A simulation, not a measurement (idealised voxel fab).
process module | voxel double patterning
cross-section cut | 205 nm wide | cells 5 nm
A cross-section is a grid of square cells, given in bands from the top down. A band is one or more rows of cells.
Each band's line starts with the height of the band's top and of its bottom, in nm. Then come its materials from left to right, each with its width in nm. One material with "throughout" fills the band from edge to edge. "air" is empty space.
Height 0 is the level under which the wafer as received is all one material. The lowest band goes on downwards, as in "0 down".
A width such as "30 to 40" changes by the same amount from each row of cells to the next, from the band's top row to its bottom row.
"no change" after a step means that no cell of the cross-section changed.
closed voids: empty space of 8 cells or more with no open way to the top, each as width x height at its distance from the left edge, in nm
after a step's settings: what the simulator itself notes on the step
overlay nm, on a step with a mask: how far to the right of its planned place the mask lay; to the left if negative
plan
1 op RECEIVE | material Si
2 op CONFORMAL_DEP | material SiO2 | thk nm 10
3 op DIRECTIONAL_DEP | material TiN | thk nm 10
4 op DIRECTIONAL_DEP | material SiN | thk nm 5
5 op MASKED_ETCH | tone open | mask id FIRST | width nm 15 | pitch nm 50 | etch materials SiN | depth nm 5 | overlay nm 0
6 op DIRECTIONAL_DEP | material aC | thk nm 15
7 op PATTERN | tone open | mask id SECOND | material resist | width nm 15 | pitch nm 50 | thk nm 30 | overlay nm 0
8 op DIRECTIONAL_ETCH | etch materials aC | depth nm 15
9 op STRIP | etch materials resist
10 op DIRECTIONAL_ETCH | etch materials SiN | depth nm 5
11 op STRIP | etch materials aC
12 op DIRECTIONAL_ETCH | etch materials TiN | depth nm 10
13 op STRIP | etch materials SiN
as received, after step 1
  0 down: Si throughout
  closed voids: none
first wafer at the end, as planned
  20 to 10: TiN 45 | air 15 | TiN 10 | air 15 | TiN 10 | air 15 | TiN 10 | air 15 | TiN 10 | air 15 | TiN 45
  10 to 0: SiO2 throughout
  0 down: Si throughout
  closed voids: none
second wafer at the end: like start, like plan, one mistake
  10 to 0: TiN 45 | air 15 | TiN 10 | air 15 | TiN 10 | air 15 | TiN 10 | air 15 | TiN 10 | air 15 | TiN 45
  0 down: Si throughout
  closed voids: none
what went wrong: step 2 was left out
at the end the second wafer has, in cells: 82 fewer of SiO2
